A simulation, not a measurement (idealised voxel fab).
process module | voxel lift off
cross-section cut | 225 nm wide | cells 5 nm
A cross-section is a grid of square cells, given in bands from the top down. A band is one or more rows of cells.
Each band's line starts with the height of the band's top and of its bottom, in nm. Then come its materials from left to right, each with its width in nm. One material with "throughout" fills the band from edge to edge. "air" is empty space.
Height 0 is the level under which the wafer as received is all one material. The lowest band goes on downwards, as in "0 down".
A width such as "30 to 40" changes by the same amount from each row of cells to the next, from the band's top row to its bottom row.
"no change" after a step means that no cell of the cross-section changed.
closed voids: empty space of 8 cells or more with no open way to the top, each as width x height at its distance from the left edge, in nm
after a step's settings: what the simulator itself notes on the step
overlay nm, on a step with a mask: how far to the right of its planned place the mask lay; to the left if negative
plan
1 op RECEIVE | material Si
2 op CONFORMAL_DEP | material Al2O3 | thk nm 15
3 op PATTERN | tone open | mask id LINES | material resist | width nm 25 | pitch nm 40 | thk nm 25 | overlay nm 0
4 op DIRECTIONAL_DEP | material Ru | thk nm 15
5 op STRIP | etch materials resist
6 op CONFORMAL_DEP | material SiN | thk nm 5
first wafer, as planned
as received, after step 1
  0 down: Si throughout
  closed voids: none
after step 2
  15 to 0: Al2O3 throughout
  below 0: unchanged
after step 3
  40 to 15: resist 80 | air 25 | resist 15 | air 25 | resist 80
  below 15: unchanged
after step 4
  55 to 40: Ru 80 | air 25 | Ru 15 | air 25 | Ru 80
  40 to 30: resist 80 | air 25 | resist 15 | air 25 | resist 80
  30 to 15: resist 80 | Ru 25 | resist 15 | Ru 25 | resist 80
  below 15: unchanged
after step 5
  30 to 15: air 80 | Ru 25 | air 15 | Ru 25 | air 80
  below 15: unchanged
after step 6
  35 to 30: air 75 | SiN 35 | air 5 | SiN 35 | air 75
  30 to 20: air 75 | SiN 5 | Ru 25 | SiN 5 | air 5 | SiN 5 | Ru 25 | SiN 5 | air 75
  20 to 15: SiN 80 | Ru 25 | SiN 15 | Ru 25 | SiN 80
  below 15: unchanged
second wafer: like start, like plan, one mistake. Through step 2 it matches the first wafer
when step 3 should have ended
  40 to 15: air 80 | resist 25 | air 15 | resist 25 | air 80
  below 15: unchanged
when step 4 should have ended
  55 to 40: air 80 | Ru 25 | air 15 | Ru 25 | air 80
  40 to 30: air 80 | resist 25 | air 15 | resist 25 | air 80
  30 to 15: Ru 80 | resist 25 | Ru 15 | resist 25 | Ru 80
  below 15: unchanged
when step 5 should have ended
  30 to 15: Ru 80 | air 25 | Ru 15 | air 25 | Ru 80
  below 15: unchanged
when step 6 should have ended
  35 to 30: SiN 85 | air 15 | SiN 25 | air 15 | SiN 85
  30 to 20: Ru 80 | SiN 5 | air 15 | SiN 5 | Ru 15 | SiN 5 | air 15 | SiN 5 | Ru 80
  20 to 15: Ru 80 | SiN 25 | Ru 15 | SiN 25 | Ru 80
  below 15: unchanged
what went wrong: step 3 ran as: op PATTERN | tone cover | mask id LINES | material resist | width nm 25 | pitch nm 40 | thk nm 25 | overlay nm 0
at the end the second wafer has, in cells: 75 more of Ru
